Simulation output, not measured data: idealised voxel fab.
voxel wiring stack: a process module
The cross-section on display is named cut; it measures 215 nm wide, and its cells are 5 nm squares.
This document writes a cross-section as a grid whose cells are square, and gives it as bands, listed from the top down; one or more rows of cells form a band.
This entry defines a band. It first specifies the height of the band's top and the height of its bottom in nm, and then specifies the band's materials from left to right, stating each material with its width in nm. The word "throughout" identifies a single material that fills the band from edge to edge, while the word "air" identifies empty space.
For the purposes of this specification, 0 denotes the height below which the wafer in its as-received condition is composed wholly of one material, and the lowermost band, lacking a lower limit, extends downward without end, as expressed in "0 and below".
So if you see something like "30 to 40" for the width, read it as the top row of the band sitting at the first number and the bottom row at the second, with every row in between moving by the same amount as the last.
Key: "nothing got changed" - step with no changed cell in the cross-section.
The entry titled "Fully enclosed voids" provides the empty spaces that have no open way to the top, restricted to those of 8 cells or more. Each is presented as width x height at distance, the distance being measured from the left edge, with all three in nm.
On a step's line, text after the settings is the simulator commenting on that step.
What "overlay nm" on a step's line means: if the step has a mask, that mask lay this far to the right of its planned place, or, when the value is negative, to the left.
**The process steps that were planned are listed below**
1) RECEIVE,material Si
2) CONFORMAL_DEP,material SiO2,thk nm 10
3) CONFORMAL_DEP,material SiN,thk nm 5
4) DIRECTIONAL_DEP,material SiO2,thk nm 25
5) DIRECTIONAL_DEP,material aC,thk nm 15
6) PATTERN,tone open,mask id METAL_1,material resist,width nm 30,pitch nm 50,thk nm 30,overlay nm 0
7) DIRECTIONAL_ETCH,etch materials aC,depth nm 15
8) STRIP,etch materials resist
9) DIRECTIONAL_ETCH,etch materials SiO2,depth nm 25
10) DIRECTIONAL_ETCH,etch materials SiN,depth nm 5
11) STRIP,etch materials aC
12) CONFORMAL_DEP,material TiN,thk nm 5
13) FILL_DEP,material Cu,thk nm 5
14) CMP,height nm 40
15) CONFORMAL_DEP,material SiCN,thk nm 5
16) DIRECTIONAL_DEP,material SiO2,thk nm 35
17) DIRECTIONAL_DEP,material aC,thk nm 15
18) PATTERN,tone open,mask id METAL_2,material resist,width nm 30,pitch nm 50,thk nm 35,overlay nm 0
19) DIRECTIONAL_ETCH,etch materials aC,depth nm 15
20) STRIP,etch materials resist
21) DIRECTIONAL_ETCH,etch materials SiO2,depth nm 20
22) STRIP,etch materials aC
23) MASKED_ETCH,tone open,mask id METAL_2_HOLES,width nm 15,pitch nm 100,etch materials SiO2,depth nm 15,overlay nm 0
24) MASKED_ETCH,tone open,mask id METAL_2_HOLES,width nm 15,pitch nm 100,etch materials SiCN,depth nm 5,overlay nm 0
25) CONFORMAL_DEP,material TiN,thk nm 5
26) FILL_DEP,material Cu,thk nm 5
27) CMP,height nm 80
28) CONFORMAL_DEP,material SiCN,thk nm 5
29) DIRECTIONAL_DEP,material SiO2,thk nm 15
30) MASKED_ETCH,tone open,mask id PLUG_2,width nm 15,pitch nm 50,etch materials SiO2,depth nm 15,overlay nm 0
31) MASKED_ETCH,tone open,mask id PLUG_2,width nm 15,pitch nm 50,etch materials SiCN,depth nm 5,overlay nm 0
32) CONFORMAL_DEP,material TiN,thk nm 5
33) FILL_DEP,material Ru,thk nm 10
34) CMP,height nm 100
35) CONFORMAL_DEP,material SiCN,thk nm 5
36) DIRECTIONAL_DEP,material SiO2,thk nm 20
37) DIRECTIONAL_DEP,material aC,thk nm 15
38) PATTERN,tone open,mask id METAL_3,material resist,width nm 30,pitch nm 50,thk nm 35,overlay nm 0
39) DIRECTIONAL_ETCH,etch materials aC,depth nm 15
40) STRIP,etch materials resist
41) DIRECTIONAL_ETCH,etch materials SiO2,depth nm 20
42) DIRECTIONAL_ETCH,etch materials SiCN,depth nm 5
43) STRIP,etch materials aC
44) CONFORMAL_DEP,material TiN,thk nm 5
45) FILL_DEP,material Cu,thk nm 5
46) CMP,height nm 125
47) CONFORMAL_DEP,material SiCN,thk nm 5
48) DIRECTIONAL_DEP,material lowk,thk nm 10
49) PATTERN,tone open,mask id PLUG_3,material resist,width nm 15,pitch nm 50,thk nm 15,overlay nm 0
50) DIRECTIONAL_ETCH,etch materials lowk,depth nm 10
51) DIRECTIONAL_ETCH,etch materials SiCN,depth nm 5
52) STRIP,etch materials resist
53) CONFORMAL_DEP,material TiN,thk nm 5
54) FILL_DEP,material Ru,thk nm 10
55) CMP,height nm 140
56) DIRECTIONAL_DEP,material TiN,thk nm 5
57) DIRECTIONAL_DEP,material W,thk nm 20
58) DIRECTIONAL_DEP,material aC,thk nm 10
59) PATTERN,tone cover,mask id METAL_4,material resist,width nm 30,pitch nm 50,thk nm 25,overlay nm 0
60) DIRECTIONAL_ETCH,etch materials aC,depth nm 10
61) STRIP,etch materials resist
62) DIRECTIONAL_ETCH,etch materials W,depth nm 20
63) DIRECTIONAL_ETCH,etch materials TiN,depth nm 5
64) STRIP,etch materials aC
65) CONFORMAL_DEP,material SiCN,thk nm 5
66) FILL_DEP,material SiO2,thk nm 10
67) CMP,height nm 165
68) CONFORMAL_DEP,material SiN,thk nm 5
**Wafer at receipt (post step 1), cross-section**
	0 and below = Si throughout
	Fully enclosed voids: none
**Cross-section at module end, one run error; start and plan unchanged from above**
	170 down to 165 = SiN throughout
	165 down to 145 = 15 of W; 5 of SiCN; 20 of SiO2; 5 of SiCN; 20 of W; 5 of SiCN; 20 of SiO2; 5 of SiCN; 20 of W; 5 of SiCN; 20 of SiO2; 5 of SiCN; 20 of W; 5 of SiCN; 20 of SiO2; 5 of SiCN; 20 of W
	145 down to 140 = 15 of TiN; 30 of SiCN; 20 of TiN; 30 of SiCN; 20 of TiN; 30 of SiCN; 20 of TiN; 30 of SiCN; 20 of TiN
	140 down to 130 = 15 of lowk; 5 of TiN; 5 of Ru; 5 of TiN; 35 of lowk; 5 of TiN; 5 of Ru; 5 of TiN; 35 of lowk; 5 of TiN; 5 of Ru; 5 of TiN; 35 of lowk; 5 of TiN; 5 of Ru; 5 of TiN; 35 of lowk
	130 down to 125 = 15 of SiCN; 15 of TiN; 35 of SiCN; 15 of TiN; 35 of SiCN; 15 of TiN; 35 of SiCN; 15 of TiN; 35 of SiCN
	125 down to 105 = 15 of SiO2; 5 of TiN; 20 of Cu; 5 of TiN; 20 of SiO2; 5 of TiN; 20 of Cu; 5 of TiN; 20 of SiO2; 5 of TiN; 20 of Cu; 5 of TiN; 20 of SiO2; 5 of TiN; 20 of Cu; 5 of TiN; 20 of SiO2
	105 down to 100 = 15 of SiCN; 30 of TiN; 20 of SiCN; 30 of TiN; 20 of SiCN; 30 of TiN; 20 of SiCN; 30 of TiN; 20 of SiCN
	100 down to 85 = 15 of SiO2; 5 of TiN; 5 of Ru; 5 of TiN; 35 of SiO2; 5 of TiN; 5 of Ru; 5 of TiN; 35 of SiO2; 5 of TiN; 5 of Ru; 5 of TiN; 35 of SiO2; 5 of TiN; 5 of Ru; 5 of TiN; 35 of SiO2
	85 down to 80 = 15 of SiCN; 15 of TiN; 35 of SiCN; 15 of TiN; 35 of SiCN; 15 of TiN; 35 of SiCN; 15 of TiN; 35 of SiCN
	80 down to 65 = 15 of SiO2; 5 of TiN; 20 of Cu; 5 of TiN; 20 of SiO2; 5 of TiN; 20 of Cu; 5 of TiN; 20 of SiO2; 5 of TiN; 20 of Cu; 5 of TiN; 20 of SiO2; 5 of TiN; 20 of Cu; 5 of TiN; 20 of SiO2
	65 down to 60 = 15 of SiO2; 5 of TiN; 5 of Cu; 20 of TiN; 20 of SiO2; 30 of TiN; 20 of SiO2; 5 of TiN; 5 of Cu; 20 of TiN; 20 of SiO2; 30 of TiN; 20 of SiO2
	60 down to 45 = 15 of SiO2; 5 of TiN; 5 of Cu; 5 of TiN; 85 of SiO2; 5 of TiN; 5 of Cu; 5 of TiN; 85 of SiO2
	45 down to 40 = 15 of SiCN; 15 of TiN; 85 of SiCN; 15 of TiN; 85 of SiCN
	40 down to 15 = 15 of SiO2; 5 of TiN; 20 of Cu; 5 of TiN; 20 of SiO2; 5 of TiN; 20 of Cu; 5 of TiN; 20 of SiO2; 5 of TiN; 20 of Cu; 5 of TiN; 20 of SiO2; 5 of TiN; 20 of Cu; 5 of TiN; 20 of SiO2
	15 down to 10 = 15 of SiN; 30 of TiN; 20 of SiN; 30 of TiN; 20 of SiN; 30 of TiN; 20 of SiN; 30 of TiN; 20 of SiN
	10 down to 0 = SiO2 throughout
	0 and below = Si throughout
	Fully enclosed voids: none
So what did we get wrong on this run? step 59 was not run as planned; what actually ran was PATTERN,tone open,mask id METAL_4,material resist,width nm 30,pitch nm 50,thk nm 25,overlay nm 0
